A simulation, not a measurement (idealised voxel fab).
A process module follows: voxel capacitor over wiring.
FYI the section here is cut, 215 nm wide, cells are 5 nm squares.
Cross-section = grid of square cells, listed top down in bands; band = one or more rows. Read a band's entry like this: the first values are the height of its top and the height of its bottom in nm, and what follows is the sequence of materials from left to right, each with its width in nm. Note that "blank" is empty space, and that a single material marked "full width" reaches across the band from edge to edge. Basically, 0 is our baseline, since under it the wafer straight out of the box is all one material. The bottom band has no lower end and keeps on going down, so it looks like "top 0, no bottom". Graded width ("30..40"): value in top row of band = first number; value in bottom row = second number; row-to-row change constant. It should be understood that the words "remains unaltered", when stated for a given step, signify that the cross-section underwent no change in any of its cells during that step. Heads up: "Closed void entries" only lists the empty pockets with no open path to the top that are 8 cells or more, and it writes them as width x height at distance, distance from the left edge, in nm. Whatever follows a step's settings on its line is a remark the simulator itself makes about that step. overlay nm: where the mask lay relative to plan, measured to the right, on steps with a mask; negatives go left.

Steps planned for the process
| 1 | RECEIVE (material Si) |
| 2 | CONFORMAL_DEP (material SiO2; thk nm 10) |
| 3 | CONFORMAL_DEP (material SiN; thk nm 5) |
| 4 | DIRECTIONAL_DEP (material lowk; thk nm 15) |
| 5 | MASKED_ETCH (tone open; mask id METAL_1; width nm 30; pitch nm 100; etch materials lowk; depth nm 15; overlay nm 0) |
| 6 | MASKED_ETCH (tone open; mask id METAL_1; width nm 30; pitch nm 100; etch materials SiN; depth nm 5; overlay nm 0) |
| 7 | CONFORMAL_DEP (material TiN; thk nm 5) |
| 8 | FILL_DEP (material Cu; thk nm 10) |
| 9 | CMP (height nm 30) |
| 10 | CONFORMAL_DEP (material SiCN; thk nm 5) |
| 11 | DIRECTIONAL_DEP (material SiO2; thk nm 15) |
| 12 | DIRECTIONAL_DEP (material aC; thk nm 15) |
| 13 | PATTERN (tone open; mask id PLUG_1; material resist; width nm 15; thk nm 30; overlay nm 0) |
| 14 | DIRECTIONAL_ETCH (etch materials aC; depth nm 15) |
| 15 | STRIP (etch materials resist) |
| 16 | DIRECTIONAL_ETCH (etch materials SiO2; depth nm 15) |
| 17 | DIRECTIONAL_ETCH (etch materials SiCN; depth nm 5) |
| 18 | STRIP (etch materials aC) |
| 19 | CONFORMAL_DEP (material TiN; thk nm 5) |
| 20 | FILL_DEP (material Cu; thk nm 5) |
| 21 | CMP (height nm 50) |
| 22 | DIRECTIONAL_DEP (material TiN; thk nm 10) |
| 23 | DIRECTIONAL_DEP (material HfO2; thk nm 5) |
| 24 | DIRECTIONAL_DEP (material TiN; thk nm 5) |
| 25 | DIRECTIONAL_DEP (material aC; thk nm 10) |
| 26 | PATTERN (tone cover; mask id UPPER_PLATE; material resist; width nm 75; thk nm 30; overlay nm 0) |
| 27 | DIRECTIONAL_ETCH (etch materials aC; depth nm 10) |
| 28 | STRIP (etch materials resist) |
| 29 | DIRECTIONAL_ETCH (etch materials TiN; depth nm 5) |
| 30 | DIRECTIONAL_ETCH (etch materials HfO2; depth nm 5) |
| 31 | STRIP (etch materials aC) |
| 32 | DIRECTIONAL_DEP (material aC; thk nm 10) |
| 33 | PATTERN (tone cover; mask id LOWER_PLATE; material resist; width nm 85; thk nm 25; overlay nm -15) |
| 34 | DIRECTIONAL_ETCH (etch materials aC; depth nm 10) |
| 35 | STRIP (etch materials resist) |
| 36 | DIRECTIONAL_ETCH (etch materials TiN; depth nm 10) |
| 37 | STRIP (etch materials aC) |
| 38 | FILL_DEP (material SiO2; thk nm 15) |
| 39 | CMP (height nm 80) |
| 40 | PATTERN (tone open; mask id PLUG_2; material resist; width nm 15; thk nm 15; overlay nm 0) |
| 41 | DIRECTIONAL_ETCH (etch materials SiO2; depth nm 10) |
| 42 | STRIP (etch materials resist) |
| 43 | CONFORMAL_DEP (material TiN; thk nm 5) |
| 44 | FILL_DEP (material W; thk nm 10) |
| 45 | CMP (height nm 80) |
| 46 | CONFORMAL_DEP (material SiCN; thk nm 5) |
For clarity, it should be stated that the wafers under discussion commence in an identical condition and differ with respect to the overlay nm of step 33, the plan indicating the value that the first wafer had.

Cross-section: the first of several wafers in its as-received state, i.e. following step 1
- top 0, no bottom | Si full width
- Closed void entries: none

Per-wafer rows below. For each material: cells gained (+) or lost (-) since the wafer was received, as of end of module. Then: closed voids
overlay nm -15 | +27 Cu | +15 HfO2 | +83 SiCN | +31 SiN | +392 SiO2 | +89 TiN | +1 W | +93 lowk | Closed void entries: none
overlay nm -10 | +27 Cu | +15 HfO2 | +83 SiCN | +31 SiN | +393 SiO2 | +88 TiN | +1 W | +93 lowk | Closed void entries: none
overlay nm -5 | +27 Cu | +15 HfO2 | +83 SiCN | +31 SiN | +394 SiO2 | +87 TiN | +1 W | +93 lowk | Closed void entries: none
overlay nm 0 | +27 Cu | +15 HfO2 | +83 SiCN | +31 SiN | +394 SiO2 | +87 TiN | +1 W | +93 lowk | Closed void entries: none
overlay nm 5 | +27 Cu | +15 HfO2 | +83 SiCN | +31 SiN | +394 SiO2 | +87 TiN | +1 W | +93 lowk | Closed void entries: none
overlay nm 10 | +27 Cu | +15 HfO2 | +83 SiCN | +31 SiN | +393 SiO2 | +88 TiN | +1 W | +93 lowk | Closed void entries: none
overlay nm 15 | +27 Cu | +15 HfO2 | +83 SiCN | +31 SiN | +392 SiO2 | +89 TiN | +1 W | +93 lowk | Closed void entries: none
